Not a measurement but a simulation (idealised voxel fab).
Process module name: voxel transistor to metal
The cross-section shown here is cut; it is 160 nm wide and divided into square cells measuring 5 nm on a side.
In what follows, cross-sections appear as grids of square cells, described through bands that run from the top down, where every band is one or more rows of cells. Band entry format. Leading values: height of top, height of bottom, nm. Remainder: materials in left-to-right order, each with its width in nm. Special words: "throughout" on a single material, which then fills the band edge to edge; "air", empty space. We count height from 0. Below that, the starting wafer is all one material. The lowest band never ends at the bottom but goes on down; see "0 -> down" for how that is written. Note: "30->40" means the width goes from the first number (top row of the band) to the second number (bottom row) in equal steps per row of cells. When a step is marked "no change", none of the cells in the cross-section changed during that step. You'll see "Internal closed voids" listing empty spaces that have no way open to the top, as long as they're 8 cells or more; the notation is width x height at distance, where the distance is from the left edge, and all of it is in nm. What comes after the settings on a step's line is commentary from the simulator itself on that step. The "overlay nm" setting may appear on a step's line; for a step that uses a mask, it gives how far to the right of its planned position the mask lay, and a negative value indicates the left.
Below is the list of planned process steps
1) RECEIVE: material Si
2) OXIDIZE: depth nm 5
3) CONFORMAL_DEP: material SiN, thk nm 10
4) DIRECTIONAL_DEP: material aC, thk nm 10
5) PATTERN: tone cover, mask id ACTIVE, material resist, width nm 120, thk nm 25, overlay nm 0
6) DIRECTIONAL_ETCH: etch materials aC, depth nm 10
7) STRIP: etch materials resist
8) DIRECTIONAL_ETCH: etch materials SiN, depth nm 10
9) DIRECTIONAL_ETCH: etch materials SiO2, depth nm 5
10) DIRECTIONAL_ETCH: etch materials Si, depth nm 20
11) STRIP: etch materials aC
12) OXIDIZE: depth nm 5
13) FILL_DEP: material SiO2, thk nm 5
14) CMP: height nm 10
15) SELECTIVE_ETCH: etch materials SiO2, depth nm 5
16) STRIP: etch materials SiN
17) SELECTIVE_ETCH: etch materials SiO2, depth nm 5
18) OXIDIZE: depth nm 5
19) DIRECTIONAL_DEP: material polySi, thk nm 30
20) DIRECTIONAL_DEP: material SiCN, thk nm 10
21) PATTERN: tone cover, mask id GATE, material resist, width nm 20, thk nm 15, overlay nm 0
22) DIRECTIONAL_ETCH: etch materials SiCN, depth nm 20
23) DIRECTIONAL_ETCH: etch materials polySi, depth nm 40
24) STRIP: etch materials resist
25) CONFORMAL_DEP: material SiN, thk nm 10
26) DIRECTIONAL_ETCH: etch materials SiN, depth nm 10
27) DIRECTIONAL_ETCH: etch materials SiO2, depth nm 5
28) EPI: material nSi, thk nm 5
29) FILL_DEP: material SiO2, thk nm 5
30) CMP: height nm 35
31) DIRECTIONAL_DEP: material SiO2, thk nm 15
32) MASKED_ETCH: tone open, mask id CONTACT, width nm 35, pitch nm 65, etch materials SiO2, depth nm 55, overlay nm 0
33) CONFORMAL_DEP: material TiN, thk nm 5
34) FILL_DEP: material Ru, thk nm 10
35) CMP: height nm 50
36) CONFORMAL_DEP: material SiN, thk nm 5
37) DIRECTIONAL_DEP: material SiO2, thk nm 25
38) DIRECTIONAL_DEP: material aC, thk nm 15
39) PATTERN: tone open, mask id METAL_1, material resist, width nm 20, pitch nm 80, thk nm 30, overlay nm 0
40) DIRECTIONAL_ETCH: etch materials aC, depth nm 15
41) STRIP: etch materials resist
42) DIRECTIONAL_ETCH: etch materials SiO2, depth nm 25
43) DIRECTIONAL_ETCH: etch materials SiN, depth nm 5
44) STRIP: etch materials aC
45) CONFORMAL_DEP: material TiN, thk nm 5
46) FILL_DEP: material W, thk nm 5
47) CMP: height nm 80
48) CONFORMAL_DEP: material SiN, thk nm 5
Wafer at receipt (post step 1), cross-section
  0 -> down = Si throughout
  Internal closed voids: none
First of two wafers: cross-section at end of module, run per plan
  85 -> 80 = SiN throughout
  80 -> 55 = SiO2=30 / TiN=5 / W=10 / TiN=5 / SiO2=60 / TiN=5 / W=10 / TiN=5 / SiO2=30
  55 -> 50 = SiN=30 / TiN=20 / SiN=60 / TiN=20 / SiN=30
  50 -> 40 = SiO2=30 / TiN=5 / Ru=25 / TiN=5 / SiO2=30 / TiN=5 / Ru=25 / TiN=5 / SiO2=30
  40 -> 35 = SiO2=30 / TiN=5 / Ru=20 / TiN=10 / SiO2=30 / TiN=10 / Ru=20 / TiN=5 / SiO2=30
  35 -> 25 = SiO2=30 / TiN=5 / Ru=20 / TiN=5 / SiN=10 / SiCN=20 / SiN=10 / TiN=5 / Ru=20 / TiN=5 / SiO2=30
  25 -> 0 = SiO2=30 / TiN=5 / Ru=20 / TiN=5 / SiN=10 / polySi=20 / SiN=10 / TiN=5 / Ru=20 / TiN=5 / SiO2=30
  0 -> -5 = SiO2=15 / SiN=10 / SiO2=5 / TiN=30 / SiN=10 / polySi=20 / SiN=10 / TiN=30 / SiO2=5 / SiN=10 / SiO2=15
  -5 -> -10 = SiO2=25 / nSi=35 / SiO2=40 / nSi=35 / SiO2=25
  -10 -> -30 = SiO2=25 / Si=110 / SiO2=25
  -30 -> down = Si throughout
  Internal closed voids: none
Presented here is a cross-section of the second of the two wafers as it stood at the end of the module. It was started in the same manner and assigned the same plan as the first wafer; however, one mistake was made in its execution
  85 -> 80 = SiN throughout
  80 -> 55 = SiO2=30 / TiN=5 / W=10 / TiN=5 / SiO2=60 / TiN=5 / W=10 / TiN=5 / SiO2=30
  55 -> 50 = SiN=30 / TiN=20 / SiN=60 / TiN=20 / SiN=30
  50 -> 40 = SiO2=30 / TiN=5 / Ru=25 / TiN=5 / SiO2=30 / TiN=5 / Ru=25 / TiN=5 / SiO2=30
  40 -> 35 = SiO2=30 / TiN=5 / Ru=20 / TiN=10 / SiO2=30 / TiN=10 / Ru=20 / TiN=5 / SiO2=30
  35 -> 25 = SiO2=30 / TiN=5 / Ru=20 / TiN=5 / SiN=10 / SiCN=20 / SiN=10 / TiN=5 / Ru=20 / TiN=5 / SiO2=30
  25 -> 0 = SiO2=30 / TiN=5 / Ru=20 / TiN=5 / SiN=10 / polySi=20 / SiN=10 / TiN=5 / Ru=20 / TiN=5 / SiO2=30
  0 -> -5 = SiO2=20 / SiN=10 / TiN=30 / SiN=10 / polySi=20 / SiN=10 / TiN=30 / SiO2=10 / SiN=10 / SiO2=10
  -5 -> -10 = SiO2=30 / nSi=30 / SiO2=40 / nSi=40 / SiO2=20
  -10 -> -30 = SiO2=30 / Si=110 / SiO2=20
  -30 -> down = Si throughout
  Internal closed voids: none
Against the plan, the run slipped here: so step 5 ended up running with a different setting than we planned, it ran as PATTERN: tone cover, mask id ACTIVE, material resist, width nm 120, thk nm 25, overlay nm 5
Tallied in cells, the final second wafer holds each material in the same quantity as the first, although not at the same places.
